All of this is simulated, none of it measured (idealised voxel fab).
Process module name: voxel trench capacitor
Displayed cross-section: cut, width of 250 nm, square cells sized 5 nm.
Reading order for cross-sections: top band down to bottom band. Underlying form: a grid of square cells. Band size: one or more rows of cells.
The band entry comprises the height of the band's top followed by the height of its bottom, expressed in nm, and subsequently the band's materials from left to right, each stated together with its width in nm. Where a single material is marked with the word "all across", that material fills the band from edge to edge. The word "air" represents empty space.
For the purposes of this specification, 0 denotes the height below which the wafer in its as-received condition is composed wholly of one material, and the lowermost band, lacking a lower limit, extends downward without end, as expressed in "0..down".
The two numbers in a width such as "30..40" mark its ends across the band: the first belongs to the top row of cells, the second to the bottom row, and from each row to the next the width moves by the same amount.
You'll sometimes find "remained unchanged" written for a step, and that's the way of saying that nowhere in the cross-section did a cell change during that step.
Each empty space that has no open way to the top and spans at least 8 cells appears under "Closed internal voids" as width x height at distance, the distance counted from the left edge, all in nm.
That trailing text on a step's line, after the settings, is the simulator's own remark on the step.
A step's line can hold "overlay nm"; with a mask on that step, the setting says how far right of the planned place the mask lay, while a negative setting says it lay to the left.
-- Planned step list for the process
| 1 | RECEIVE with material Si |
| 2 | CONFORMAL_DEP with material SiN, thk nm 10 |
| 3 | DIRECTIONAL_DEP with material aC, thk nm 15 |
| 4 | PATTERN with tone open, mask id TRENCH, material resist, width nm 25, pitch nm 50, thk nm 35, overlay nm 0 |
| 5 | DIRECTIONAL_ETCH with etch materials aC, depth nm 15 |
| 6 | STRIP with etch materials resist |
| 7 | DIRECTIONAL_ETCH with etch materials SiN, depth nm 10 |
| 8 | DIRECTIONAL_ETCH with etch materials Si, depth nm 25 |
| 9 | STRIP with etch materials aC |
| 10 | CONFORMAL_DEP with material SiO2, thk nm 5 |
| 11 | FILL_DEP with material polySi, thk nm 5 |
| 12 | CMP with height nm 10 |
-- First wafer of two (run as planned)
-- Wafer cross-section on receipt, i.e. after step 1
* 0..down | Si all across
* Closed internal voids: none
-- Take a look at the wafer's cross-section after step 2
* 10..0 | SiN all across
* Beneath the level 0, the cross-section is identical to its previous state.
-- Take a look at the wafer's cross-section after step 3
* 25..10 | aC all across
* Beneath the level 10, the cross-section is identical to its previous state.
-- Take a look at the wafer's cross-section after step 4
* 60..25 | resist (85)  air (25)  resist (25)  air (25)  resist (90)
* Beneath the level 25, the cross-section is identical to its previous state.
-- Take a look at the wafer's cross-section after step 5
* 45..25 | resist (85)  air (25)  resist (25)  air (25)  resist (90)
* 25..10 | aC (85)  air (25)  aC (25)  air (25)  aC (90)
* Beneath the level 10, the cross-section is identical to its previous state.
-- Take a look at the wafer's cross-section after step 6
* 25..10 | aC (85)  air (25)  aC (25)  air (25)  aC (90)
* Beneath the level 10, the cross-section is identical to its previous state.
-- Take a look at the wafer's cross-section after step 7
* 25..10 | aC (85)  air (25)  aC (25)  air (25)  aC (90)
* 10..0 | SiN (85)  air (25)  SiN (25)  air (25)  SiN (90)
* Beneath the level 0, the cross-section is identical to its previous state.
-- Take a look at the wafer's cross-section after step 8
* 25..10 | aC (85)  air (25)  aC (25)  air (25)  aC (90)
* 10..0 | SiN (85)  air (25)  SiN (25)  air (25)  SiN (90)
* 0..-25 | Si (85)  air (25)  Si (25)  air (25)  Si (90)
* Beneath the level -25, the cross-section is identical to its previous state.
-- Take a look at the wafer's cross-section after step 9
* 10..0 | SiN (85)  air (25)  SiN (25)  air (25)  SiN (90)
* Beneath the level 0, the cross-section is identical to its previous state.
-- Take a look at the wafer's cross-section after step 10
* 15..10 | SiO2 (90)  air (15)  SiO2 (35)  air (15)  SiO2 (95)
* 10..0 | SiN (85)  SiO2 (5)  air (15)  SiO2 (5)  SiN (25)  SiO2 (5)  air (15)  SiO2 (5)  SiN (90)
* 0..-20 | Si (85)  SiO2 (5)  air (15)  SiO2 (5)  Si (25)  SiO2 (5)  air (15)  SiO2 (5)  Si (90)
* -20..-25 | Si (85)  SiO2 (25)  Si (25)  SiO2 (25)  Si (90)
* Beneath the level -25, the cross-section is identical to its previous state.
-- Take a look at the wafer's cross-section after step 11
* 20..15 | polySi all across
* 15..10 | SiO2 (90)  polySi (15)  SiO2 (35)  polySi (15)  SiO2 (95)
* 10..0 | SiN (85)  SiO2 (5)  polySi (15)  SiO2 (5)  SiN (25)  SiO2 (5)  polySi (15)  SiO2 (5)  SiN (90)
* 0..-20 | Si (85)  SiO2 (5)  polySi (15)  SiO2 (5)  Si (25)  SiO2 (5)  polySi (15)  SiO2 (5)  Si (90)
* Beneath the level -20, the cross-section is identical to its previous state.
-- Take a look at the wafer's cross-section after step 12
* 10..0 | SiN (85)  SiO2 (5)  polySi (15)  SiO2 (5)  SiN (25)  SiO2 (5)  polySi (15)  SiO2 (5)  SiN (90)
* Beneath the level 0, the cross-section is identical to its previous state.
-- Notes, second wafer: start = first wafer's, plan = first wafer's, execution had one mistake; history identical to first through step 1
-- Second wafer at the planned finish of step 2, seen in cross-section
* 5..0 | SiN all across
* Beneath the level 0, the cross-section is identical to its previous state.
-- Second wafer at the planned finish of step 3, seen in cross-section
* 20..5 | aC all across
* Beneath the level 5, the cross-section is identical to its previous state.
-- Second wafer at the planned finish of step 4, seen in cross-section
* 55..20 | resist (85)  air (25)  resist (25)  air (25)  resist (90)
* Beneath the level 20, the cross-section is identical to its previous state.
-- Second wafer at the planned finish of step 5, seen in cross-section
* 40..20 | resist (85)  air (25)  resist (25)  air (25)  resist (90)
* 20..5 | aC (85)  air (25)  aC (25)  air (25)  aC (90)
* Beneath the level 5, the cross-section is identical to its previous state.
-- Second wafer at the planned finish of step 6, seen in cross-section
* 20..5 | aC (85)  air (25)  aC (25)  air (25)  aC (90)
* Beneath the level 5, the cross-section is identical to its previous state.
-- Second wafer at the planned finish of step 7, seen in cross-section
* 20..5 | aC (85)  air (25)  aC (25)  air (25)  aC (90)
* 5..0 | SiN (85)  air (25)  SiN (25)  air (25)  SiN (90)
* Beneath the level 0, the cross-section is identical to its previous state.
-- Second wafer at the planned finish of step 8, seen in cross-section
* 20..5 | aC (85)  air (25)  aC (25)  air (25)  aC (90)
* 5..0 | SiN (85)  air (25)  SiN (25)  air (25)  SiN (90)
* 0..-25 | Si (85)  air (25)  Si (25)  air (25)  Si (90)
* Beneath the level -25, the cross-section is identical to its previous state.
-- Second wafer at the planned finish of step 9, seen in cross-section
* 5..0 | SiN (85)  air (25)  SiN (25)  air (25)  SiN (90)
* Beneath the level 0, the cross-section is identical to its previous state.
-- Second wafer at the planned finish of step 10, seen in cross-section
* 10..5 | SiO2 (90)  air (15)  SiO2 (35)  air (15)  SiO2 (95)
* 5..0 | SiN (85)  SiO2 (5)  air (15)  SiO2 (5)  SiN (25)  SiO2 (5)  air (15)  SiO2 (5)  SiN (90)
* 0..-20 | Si (85)  SiO2 (5)  air (15)  SiO2 (5)  Si (25)  SiO2 (5)  air (15)  SiO2 (5)  Si (90)
* -20..-25 | Si (85)  SiO2 (25)  Si (25)  SiO2 (25)  Si (90)
* Beneath the level -25, the cross-section is identical to its previous state.
-- Second wafer at the planned finish of step 11, seen in cross-section
* 15..10 | polySi all across
* 10..5 | SiO2 (90)  polySi (15)  SiO2 (35)  polySi (15)  SiO2 (95)
* 5..0 | SiN (85)  SiO2 (5)  polySi (15)  SiO2 (5)  SiN (25)  SiO2 (5)  polySi (15)  SiO2 (5)  SiN (90)
* 0..-20 | Si (85)  SiO2 (5)  polySi (15)  SiO2 (5)  Si (25)  SiO2 (5)  polySi (15)  SiO2 (5)  Si (90)
* Beneath the level -20, the cross-section is identical to its previous state.
-- Second wafer at the planned finish of step 12, seen in cross-section
* 10..5 | SiO2 (90)  polySi (15)  SiO2 (35)  polySi (15)  SiO2 (95)
* Beneath the level 5, the cross-section is identical to its previous state.
In executing the process, a mistake was made relative to the plan: the process deviated at step 2: the operation and settings actually run there were CONFORMAL_DEP with material SiN, thk nm 5
Final wafer comparison in cells, second versus first, more or fewer per material: SiN -40, SiO2 +40
